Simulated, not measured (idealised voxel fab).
Process module in this document: voxel ribs on slabs
Displayed cross-section: cut, width of 145 nm, square cells sized 5 nm.
The cross-sections in this document take the form of a grid made of square cells. They are written out as bands, in order from top to bottom. Each band consists of one or more rows of cells.
For a band, the entry starts with two heights in nm, that of the top and then that of the bottom, and carries on with the band's materials in order from left to right, each alongside its width in nm; the word "edge to edge" beside a single material means it fills the band edge to edge, and "air" means empty space.
Where do heights start? At 0: under that level the wafer as delivered is made of one material only. And the lowest band has no floor; it just carries on downward, as in "0 and below".
Think of "30..40" as a width that walks from the first number to the second as you go down the band, top row to bottom row, taking equal-sized steps from row to row.
Key: "stayed the same" - step with no changed cell in the cross-section.
Closed empty spaces (no open way to the top) of 8 cells or more are what "Closed empty spaces" lists, each as width x height at distance from the left edge, nm for all three.
What comes after the settings on a step's line is commentary from the simulator itself on that step.
overlay nm: where the mask lay relative to plan, measured to the right, on steps with a mask; negatives go left.
The process steps that were planned are listed below:
1,RECEIVE: material Si
2,DIRECTIONAL_DEP: material SiO2, thk nm 30
3,DIRECTIONAL_DEP: material polySi, thk nm 15
4,MASKED_ETCH: tone cover, mask id RIB, width nm 25, etch materials polySi, depth nm 5, overlay nm 0
5,PATTERN: tone cover, mask id SLAB, material resist, width nm 65, thk nm 20, overlay nm 0
6,DIRECTIONAL_ETCH: etch materials polySi, depth nm 10
7,STRIP: etch materials resist
8,FILL_DEP: material SiO2, thk nm 30
9,CMP: height nm 65
10,DIRECTIONAL_DEP: material TiN, thk nm 10
11,PATTERN: tone cover, mask id HEATER, material resist, width nm 35, thk nm 15, overlay nm 0
12,DIRECTIONAL_ETCH: etch materials TiN, depth nm 10
13,STRIP: etch materials resist
14,CONFORMAL_DEP: material SiO2, thk nm 5
So, the first of our two wafers, run just as we planned it:
Cross-section of the incoming wafer, state after step 1:
	0 and below | Si edge to edge
	Closed empty spaces: none
Once step 2 is through, the wafer looks like this in cross-section:
	30 down to 0 | SiO2 edge to edge
	Anything lower than 0 is untouched.
Once step 3 is through, the wafer looks like this in cross-section:
	45 down to 30 | polySi edge to edge
	Anything lower than 30 is untouched.
Once step 4 is through, the wafer looks like this in cross-section:
	45 down to 40 | 60 air  25 polySi  60 air
	Anything lower than 40 is untouched.
Once step 5 is through, the wafer looks like this in cross-section:
	65 down to 45 | 40 air  65 resist  40 air
	45 down to 40 | 40 air  20 resist  25 polySi  20 resist  40 air
	Anything lower than 40 is untouched.
Once step 6 is through, the wafer looks like this in cross-section:
	65 down to 45 | 40 air  65 resist  40 air
	45 down to 40 | 40 air  20 resist  25 polySi  20 resist  40 air
	40 down to 30 | 40 air  65 polySi  40 air
	Anything lower than 30 is untouched.
Once step 7 is through, the wafer looks like this in cross-section:
	45 down to 40 | 60 air  25 polySi  60 air
	Anything lower than 40 is untouched.
Once step 8 is through, the wafer looks like this in cross-section:
	75 down to 45 | SiO2 edge to edge
	45 down to 40 | 60 SiO2  25 polySi  60 SiO2
	40 down to 30 | 40 SiO2  65 polySi  40 SiO2
	Anything lower than 30 is untouched.
Once step 9 is through, the wafer looks like this in cross-section:
	65 down to 45 | SiO2 edge to edge
	Anything lower than 45 is untouched.
Once step 10 is through, the wafer looks like this in cross-section:
	75 down to 65 | TiN edge to edge
	Anything lower than 65 is untouched.
Once step 11 is through, the wafer looks like this in cross-section:
	90 down to 75 | 55 air  35 resist  55 air
	Anything lower than 75 is untouched.
Once step 12 is through, the wafer looks like this in cross-section:
	90 down to 75 | 55 air  35 resist  55 air
	75 down to 65 | 55 air  35 TiN  55 air
	Anything lower than 65 is untouched.
Once step 13 is through, the wafer looks like this in cross-section:
	75 down to 65 | 55 air  35 TiN  55 air
	Anything lower than 65 is untouched.
Once step 14 is through, the wafer looks like this in cross-section:
	80 down to 75 | 50 air  45 SiO2  50 air
	75 down to 70 | 50 air  5 SiO2  35 TiN  5 SiO2  50 air
	70 down to 65 | 55 SiO2  35 TiN  55 SiO2
	Anything lower than 65 is untouched.
Second wafer: same start and same plan as the first, one execution error; identical to the first through step 3:
Cross-section of the second wafer when, according to plan, step 4 should have finished:
	45 down to 40 | 65 air  15 polySi  65 air
	Anything lower than 40 is untouched.
Cross-section of the second wafer when, according to plan, step 5 should have finished:
	65 down to 45 | 40 air  65 resist  40 air
	45 down to 40 | 40 air  25 resist  15 polySi  25 resist  40 air
	Anything lower than 40 is untouched.
Cross-section of the second wafer when, according to plan, step 6 should have finished:
	65 down to 45 | 40 air  65 resist  40 air
	45 down to 40 | 40 air  25 resist  15 polySi  25 resist  40 air
	40 down to 30 | 40 air  65 polySi  40 air
	Anything lower than 30 is untouched.
Cross-section of the second wafer when, according to plan, step 7 should have finished:
	45 down to 40 | 65 air  15 polySi  65 air
	Anything lower than 40 is untouched.
Cross-section of the second wafer when, according to plan, step 8 should have finished:
	75 down to 45 | SiO2 edge to edge
	45 down to 40 | 65 SiO2  15 polySi  65 SiO2
	40 down to 30 | 40 SiO2  65 polySi  40 SiO2
	Anything lower than 30 is untouched.
Cross-section of the second wafer when, according to plan, step 9 should have finished:
	65 down to 45 | SiO2 edge to edge
	Anything lower than 45 is untouched.
Cross-section of the second wafer when, according to plan, step 10 should have finished:
	75 down to 65 | TiN edge to edge
	Anything lower than 65 is untouched.
Cross-section of the second wafer when, according to plan, step 11 should have finished:
	90 down to 75 | 55 air  35 resist  55 air
	Anything lower than 75 is untouched.
Cross-section of the second wafer when, according to plan, step 12 should have finished:
	90 down to 75 | 55 air  35 resist  55 air
	75 down to 65 | 55 air  35 TiN  55 air
	Anything lower than 65 is untouched.
Cross-section of the second wafer when, according to plan, step 13 should have finished:
	75 down to 65 | 55 air  35 TiN  55 air
	Anything lower than 65 is untouched.
Cross-section of the second wafer when, according to plan, step 14 should have finished:
	80 down to 75 | 50 air  45 SiO2  50 air
	75 down to 70 | 50 air  5 SiO2  35 TiN  5 SiO2  50 air
	70 down to 65 | 55 SiO2  35 TiN  55 SiO2
	Anything lower than 65 is untouched.
What went wrong in running the wafer? step 4 went in with a setting other than planned; the actual run was MASKED_ETCH: tone cover, mask id RIB, width nm 15, etch materials polySi, depth nm 5, overlay nm 0
In the final state, the cell counts of the second wafer exceed or fall short of those of the first for the following materials: 2 more of SiO2; 2 fewer of polySi
